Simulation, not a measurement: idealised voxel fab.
process module | voxel double patterning
cross-section cut | 155 nm wide | cells 5 nm
A cross-section is a grid of square cells, given in bands from the top down. A band is one or more rows of cells.
Each band's line starts with the height of the band's top and of its bottom, in nm. Then come its materials from left to right, each with its width in nm. One material with "throughout" fills the band from edge to edge. "air" is empty space.
Height 0 is the level under which the wafer as received is all one material. The lowest band goes on downwards, as in "0 down".
A width such as "30 to 40" changes by the same amount from each row of cells to the next, from the band's top row to its bottom row.
"no change" after a step means that no cell of the cross-section changed.
closed voids: empty space of 8 cells or more with no open way to the top, each as width x height at its distance from the left edge, in nm
after a step's settings: what the simulator itself notes on the step
overlay nm, on a step with a mask: how far to the right of its planned place the mask lay; to the left if negative
plan
1 op RECEIVE | material Si
2 op CONFORMAL_DEP | material SiO2 | thk nm 10
3 op DIRECTIONAL_DEP | material TiN | thk nm 15
4 op DIRECTIONAL_DEP | material SiCN | thk nm 10
5 op DIRECTIONAL_DEP | material aC | thk nm 15
6 op PATTERN | tone open | mask id FIRST | material resist | width nm 15 | pitch nm 50 | thk nm 35 | overlay nm 0
7 op DIRECTIONAL_ETCH | etch materials aC | depth nm 15
8 op STRIP | etch materials resist
9 op DIRECTIONAL_ETCH | etch materials SiCN | depth nm 10
10 op STRIP | etch materials aC
11 op MASKED_ETCH | tone open | mask id SECOND | width nm 15 | pitch nm 50 | etch materials SiCN | depth nm 10 | overlay nm 0
12 op DIRECTIONAL_ETCH | etch materials TiN | depth nm 15
13 op STRIP | etch materials SiCN
as received, after step 1
  0 down: Si throughout
  closed voids: none
first wafer at the end, as planned
  25 to 10: TiN 20 | air 15 | TiN 10 | air 15 | TiN 10 | air 15 | TiN 10 | air 15 | TiN 10 | air 15 | TiN 20
  10 to 0: SiO2 throughout
  0 down: Si throughout
  closed voids: none
second wafer at the end: like start, like plan, one mistake
  25 to 10: TiN 20 | air 15 | TiN 10 | air 15 | TiN 10 | air 15 | TiN 10 | air 15 | TiN 10 | air 15 | TiN 20
  10 to 0: aC throughout
  0 down: Si throughout
  closed voids: none
what went wrong: step 2 ran as: op CONFORMAL_DEP | material aC | thk nm 10
at the end the second wafer has, in cells: 62 fewer of SiO2 | 62 more of aC
